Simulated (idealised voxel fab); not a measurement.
The process module that follows is named voxel lift off.
We display cut, a cross-section 300 nm in width whose square cells are each 5 nm.
In what follows, cross-sections appear as grids of square cells, described through bands that run from the top down, where every band is one or more rows of cells.
Basically the band line says how high the top is and how high the bottom is, in nm, and then what's in it from left to right, every material with its width in nm. Empty space shows up as "air", and if a single material carries "edge to edge" it runs the full band edge to edge.
Heights are measured from 0, the level below which the as-received wafer is all one material; the lowest band has no bottom and continues downward, written as in "0 and below".
Width: "30 to 40" (first number = top row, second number = bottom row, same change from row to row of cells).
Key: "nothing altered" - step with no changed cell in the cross-section.
Basically, "Unvented internal voids" tells you about the enclosed voids: empty spaces with no open way to the top, 8 cells or bigger, each written width x height at distance, where distance is from the left edge, all in nm.
The remark found on a step's line after its settings is issued by the simulator itself and pertains to that step.
overlay nm: step with mask; distance mask lay right of planned place; negative value = left of planned place.
SO HERE'S THE LINEUP OF PROCESS STEPS WE PLANNED
1. RECEIVE: material Si
2. CONFORMAL_DEP: material SiN, thk nm 10
3. PATTERN: tone open, mask id LINES, material resist, width nm 15, pitch nm 45, thk nm 15, overlay nm 0
4. DIRECTIONAL_DEP: material Ru, thk nm 5
5. STRIP: etch materials resist
6. CONFORMAL_DEP: material SiCN, thk nm 5
Wafer-to-wafer difference: width nm, step 3. Common start. Plan = first wafer's value.
THIS IS HOW THE FIRST OF SEVERAL WAFERS LOOKED IN CROSS-SECTION WHEN IT ARRIVED, WHICH IS AFTER STEP 1
  0 and below = Si edge to edge
  Unvented internal voids: none
THE FIGURE BELOW PRESENTS A CROSS-SECTION OF THE FIRST OF SEVERAL WAFERS AT THE CONCLUSION OF THE MODULE, FOLLOWING ITS LAST STEP, STEP 6
  20 down to 15 = air: 70 | SiCN: 25 | air: 20 | SiCN: 25 | air: 20 | SiCN: 25 | air: 20 | SiCN: 25 | air: 70
  15 down to 10 = SiCN: 75 | Ru: 15 | SiCN: 30 | Ru: 15 | SiCN: 30 | Ru: 15 | SiCN: 30 | Ru: 15 | SiCN: 75
  10 down to 0 = SiN edge to edge
  0 and below = Si edge to edge
  Unvented internal voids: none
HERE WE CROSS-SECTIONED THE LAST OF THE WAFERS ONCE THE MODULE WAS DONE
  20 down to 15 = air: 65 | SiCN: 40 | air: 5 | SiCN: 40 | air: 5 | SiCN: 40 | air: 5 | SiCN: 40 | air: 60
  15 down to 10 = SiCN: 70 | Ru: 30 | SiCN: 15 | Ru: 30 | SiCN: 15 | Ru: 30 | SiCN: 15 | Ru: 30 | SiCN: 65
  10 down to 0 = SiN edge to edge
  0 and below = Si edge to edge
  Unvented internal voids: none
BASICALLY EACH WAFER GETS A LINE IN THE TABLE, SHOWING IT AT THE END OF THE MODULE: MATERIAL BY MATERIAL, THE CELLS IT GAINED (+) OR LOST (-) SINCE WE GOT IT, THEN ITS CLOSED VOIDS
width nm 15; +12 Ru; +68 SiCN; +120 SiN; Unvented internal voids: none
width nm 20; +16 Ru; +68 SiCN; +120 SiN; Unvented internal voids: none
width nm 25; +20 Ru; +68 SiCN; +120 SiN; Unvented internal voids: none
width nm 30; +24 Ru; +68 SiCN; +120 SiN; Unvented internal voids: none
